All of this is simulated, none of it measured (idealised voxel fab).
The following process module bears the name voxel self aligned contacts.
In the cross-section labelled cut, the width is 255 nm and each square cell is 5 nm.
The cross-sections in this document take the form of a grid made of square cells. They are written out as bands, in order from top to bottom. Each band consists of one or more rows of cells.
Band: top height; bottom height; in nm. Then, left to right: material with width in nm, for each material. "full width": a single material spanning edge to edge. "air": empty space.
Height datum 0, below which the as-received substrate wafer is one material. Lowest band open at the bottom, running downward: "0 down".
The notation "30 to 40" denotes a width that varies across the rows of cells in the band, beginning at the first number in the top row, finishing at the second number in the bottom row, and changing by an identical amount from each row to the next.
"left unchanged" for a step: no cell of the cross-section changed in that step.
In "Trapped cavities" the enclosed voids are listed, meaning empty spaces of 8 cells or larger without any opening to the top. The form is width x height at distance, distance from the left edge, units nm.
Where a step's line continues beyond its settings, the continuation is a remark by the simulator itself on that step.
overlay nm: mask right of planned place by this much (step with mask). Neg. = left.
Planned process steps
1. RECEIVE with material Si
2. CONFORMAL_DEP with material SiO2, thk nm 5
3. DIRECTIONAL_DEP with material polySi, thk nm 25
4. DIRECTIONAL_DEP with material SiN, thk nm 25
5. PATTERN with tone cover, mask id GATE, material resist, width nm 25, pitch nm 60, thk nm 15, overlay nm 0
6. DIRECTIONAL_ETCH with etch materials SiN, depth nm 25
7. DIRECTIONAL_ETCH with etch materials polySi, depth nm 25
8. STRIP with etch materials resist
9. CONFORMAL_DEP with material SiN, thk nm 10
10. DIRECTIONAL_ETCH with etch materials SiN, depth nm 10
11. FILL_DEP with material SiO2, thk nm 15
12. CMP with height nm 60
13. PATTERN with tone open, mask id CONTACT, material resist, width nm 45, thk nm 15, overlay nm 0
14. DIRECTIONAL_ETCH with etch materials SiO2, depth nm 60
15. STRIP with etch materials resist
16. CONFORMAL_DEP with material TiN, thk nm 5
17. FILL_DEP with material Ru, thk nm 5
18. CMP with height nm 60
19. CONFORMAL_DEP with material SiCN, thk nm 5
Cross-section, incoming material, after step 1
  0 down | Si full width
  Trapped cavities: none
As-planned run: cross-section of the first of two wafers at end of module
  65 to 60 | SiCN full width
  60 to 55 | SiO2 105 nm | TiN 20 nm | Ru 5 nm | TiN 20 nm | SiO2 105 nm
  55 to 30 | SiO2 75 nm | SiN 45 nm | TiN 5 nm | Ru 5 nm | TiN 5 nm | SiN 45 nm | SiO2 75 nm
  30 to 5 | SiO2 75 nm | SiN 10 nm | polySi 25 nm | SiN 10 nm | TiN 5 nm | Ru 5 nm | TiN 5 nm | SiN 10 nm | polySi 25 nm | SiN 10 nm | SiO2 75 nm
  5 to 0 | SiO2 120 nm | TiN 15 nm | SiO2 120 nm
  0 down | Si full width
  Trapped cavities: none
Wafer two (of two), end-of-module cross-section: start = wafer one, plan = wafer one, one run mistake
  65 to 60 | SiCN full width
  60 to 55 | SiO2 75 nm | polySi 45 nm | TiN 5 nm | Ru 5 nm | TiN 5 nm | polySi 45 nm | SiO2 75 nm
  55 to 30 | SiO2 75 nm | polySi 10 nm | SiN 25 nm | polySi 10 nm | TiN 5 nm | Ru 5 nm | TiN 5 nm | polySi 10 nm | SiN 25 nm | polySi 10 nm | SiO2 75 nm
  30 to 20 | SiO2 75 nm | polySi 45 nm | TiN 5 nm | Ru 5 nm | TiN 5 nm | polySi 45 nm | SiO2 75 nm
  20 to 15 | SiO2 75 nm | polySi 45 nm | TiN 15 nm | polySi 45 nm | SiO2 75 nm
  15 to 5 | polySi full width
  5 to 0 | SiO2 full width
  0 down | Si full width
  Trapped cavities: none
Where did the run depart from the plan? step 9 ran with different settings than intended, the actual operation and settings being CONFORMAL_DEP with material polySi, thk nm 10
at the end the second wafer has, in cells: Ru: 3 fewer | SiN: 80 fewer | SiO2: 69 fewer | TiN: 12 fewer | polySi: 164 more
